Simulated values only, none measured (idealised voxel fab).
Process module name: voxel gate over fins
This is section cut - it's 160 nm across, gridded in 5 nm square cells.
Heads up, the way a cross-section reads in here is a grid of square cells, handed over as bands from the top down, with every band being one or more rows of cells.
Top, bottom (nm), then materials left to right with widths (nm); lone material tagged "all across" fills the whole band edge to edge; "air" = empty space.
Height 0 is the level under which the wafer as received is all one material. The lowest band goes on downwards, as in "0 -> down".
Think of "30..40" as a width that walks from the first number to the second as you go down the band, top row to bottom row, taking equal-sized steps from row to row.
Key: "nothing got changed" - step with no changed cell in the cross-section.
"Enclosed void listing" means: voids of 8 cells or more that are shut off from the top with no open way through. Written width x height at distance, distance from the left edge, in nm.
On a step's line, text after the settings is the simulator commenting on that step.
overlay nm: how far to the right of its planned place the mask lay on this masked step (negative: to the left).

# The process steps that were planned are listed below
step 1: RECEIVE,material Si
step 2: CONFORMAL_DEP,material SiN,thk nm 5
step 3: MASKED_ETCH,tone cover,mask id FINS,width nm 15,pitch nm 40,etch materials SiN,depth nm 5,overlay nm 0
step 4: MASKED_ETCH,tone cover,mask id FINS,width nm 15,pitch nm 40,etch materials Si,depth nm 30,overlay nm 0
step 5: OXIDIZE,depth nm 5
step 6: FILL_DEP,material SiO2,thk nm 15
step 7: CMP,height nm 5
step 8: SELECTIVE_ETCH,etch materials SiO2,depth nm 15
step 9: STRIP,etch materials SiN
step 10: CONFORMAL_DEP,material HfO2,thk nm 5
step 11: CONFORMAL_DEP,material TiN,thk nm 5
step 12: FILL_DEP,material W,thk nm 10
step 13: CMP,height nm 15
step 14: CONFORMAL_DEP,material SiCN,thk nm 10

# Cross-sectional view of the wafer in its as-received condition, corresponding to the state after step 1
* 0 -> down  Si all across
* Enclosed void listing: none

# First of two wafers: cross-section at end of module, run per plan
* 25 -> 15  SiCN all across
* 15 -> 10  W all across
* 10 -> 5  45 nm W; 25 nm TiN; 15 nm W; 25 nm TiN; 50 nm W
* 5 -> 0  45 nm W; 5 nm TiN; 15 nm HfO2; 5 nm TiN; 15 nm W; 5 nm TiN; 15 nm HfO2; 5 nm TiN; 50 nm W
* 0 -> -5  50 nm TiN; 5 nm HfO2; 5 nm Si; 5 nm HfO2; 25 nm TiN; 5 nm HfO2; 5 nm Si; 5 nm HfO2; 55 nm TiN
* -5 -> -10  55 nm HfO2; 5 nm Si; 35 nm HfO2; 5 nm Si; 60 nm HfO2
* -10 -> -35  55 nm SiO2; 5 nm Si; 35 nm SiO2; 5 nm Si; 60 nm SiO2
* -35 -> down  Si all across
* Enclosed void listing: none

# Cross-section at end of module for the second wafer of two, which matched the first in starting point and plan and differed by one mistake in its processing
* 25 -> 15  SiCN all across
* 15 -> 10  W all across
* 10 -> 5  55 nm W; 25 nm TiN; 15 nm W; 25 nm TiN; 40 nm W
* 5 -> 0  45 nm W; 15 nm TiN; 15 nm HfO2; 5 nm TiN; 5 nm W; 15 nm TiN; 15 nm HfO2; 5 nm TiN; 40 nm W
* 0 -> -5  50 nm TiN; 15 nm HfO2; 5 nm Si; 5 nm HfO2; 15 nm TiN; 15 nm HfO2; 5 nm Si; 5 nm HfO2; 45 nm TiN
* -5 -> -10  55 nm HfO2; 15 nm Si; 25 nm HfO2; 15 nm Si; 50 nm HfO2
* -10 -> -35  55 nm SiO2; 15 nm Si; 25 nm SiO2; 15 nm Si; 50 nm SiO2
* -35 -> down  Si all across
* Enclosed void listing: none
It is concluded that the wafer was processed incorrectly with respect to the plan, in that step 3 deviated from plan and actually ran as MASKED_ETCH,tone cover,mask id FINS,width nm 15,pitch nm 40,etch materials SiN,depth nm 5,overlay nm 10
The closing comparison, in cells, has the second wafer with more or fewer of some materials than the first: Si +24; SiO2 -20; W -4
